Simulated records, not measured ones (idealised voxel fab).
process module | voxel released beams
cross-section cut | 225 nm wide | cells 5 nm
A cross-section is a grid of square cells, given in bands from the top down. A band is one or more rows of cells.
Each band's line starts with the height of the band's top and of its bottom, in nm. Then come its materials from left to right, each with its width in nm. One material with "throughout" fills the band from edge to edge. "air" is empty space.
Height 0 is the level under which the wafer as received is all one material. The lowest band goes on downwards, as in "0 down".
A width such as "30 to 40" changes by the same amount from each row of cells to the next, from the band's top row to its bottom row.
"no change" after a step means that no cell of the cross-section changed.
closed voids: empty space of 8 cells or more with no open way to the top, each as width x height at its distance from the left edge, in nm
after a step's settings: what the simulator itself notes on the step
overlay nm, on a step with a mask: how far to the right of its planned place the mask lay; to the left if negative
plan
1 op RECEIVE | material Si
2 op CONFORMAL_DEP | material Al2O3 | thk nm 5
3 op DIRECTIONAL_DEP | material SiO2 | thk nm 15
4 op MASKED_ETCH | tone open | mask id ANCHOR | width nm 35 | etch materials SiO2 | depth nm 15 | overlay nm 0
5 op CONFORMAL_DEP | material SiN | thk nm 10
6 op MASKED_ETCH | tone cover | mask id BEAM | width nm 100 | etch materials SiN | depth nm 10 | overlay nm 0
7 op STRIP | etch materials SiO2
first wafer, as planned
as received, after step 1
  0 down: Si throughout
  closed voids: none
after step 2
  5 to 0: Al2O3 throughout
  below 0: unchanged
after step 3
  20 to 5: SiO2 throughout
  below 5: unchanged
after step 4
  20 to 5: SiO2 65 | air 35 | SiO2 125
  below 5: unchanged
after step 5
  30 to 20: SiN 75 | air 15 | SiN 135
  20 to 15: SiO2 65 | SiN 10 | air 15 | SiN 10 | SiO2 125
  15 to 5: SiO2 65 | SiN 35 | SiO2 125
  below 5: unchanged
after step 6
  30 to 20: air 60 | SiN 15 | air 15 | SiN 70 | air 65
  below 20: unchanged
after step 7
  30 to 20: air 60 | SiN 15 | air 15 | SiN 70 | air 65
  20 to 15: air 65 | SiN 10 | air 15 | SiN 10 | air 125
  15 to 5: air 65 | SiN 35 | air 125
  below 5: unchanged
second wafer: like start, like plan, one mistake. Through step 1 it matches the first wafer
when step 2 should have ended
  15 to 0: SiO2 throughout
  below 0: unchanged
when step 3 should have ended
  20 to 15: Al2O3 throughout
  below 15: unchanged
when step 4 should have ended: no change
when step 5 should have ended
  30 to 20: SiN throughout
  below 20: unchanged
when step 6 should have ended
  30 to 20: air 60 | SiN 100 | air 65
  below 20: unchanged
when step 7 should have ended: no change
what went wrong: steps 2 and 3 were swapped
at the end the second wafer has, in cells: 12 fewer of SiN | 135 more of SiO2
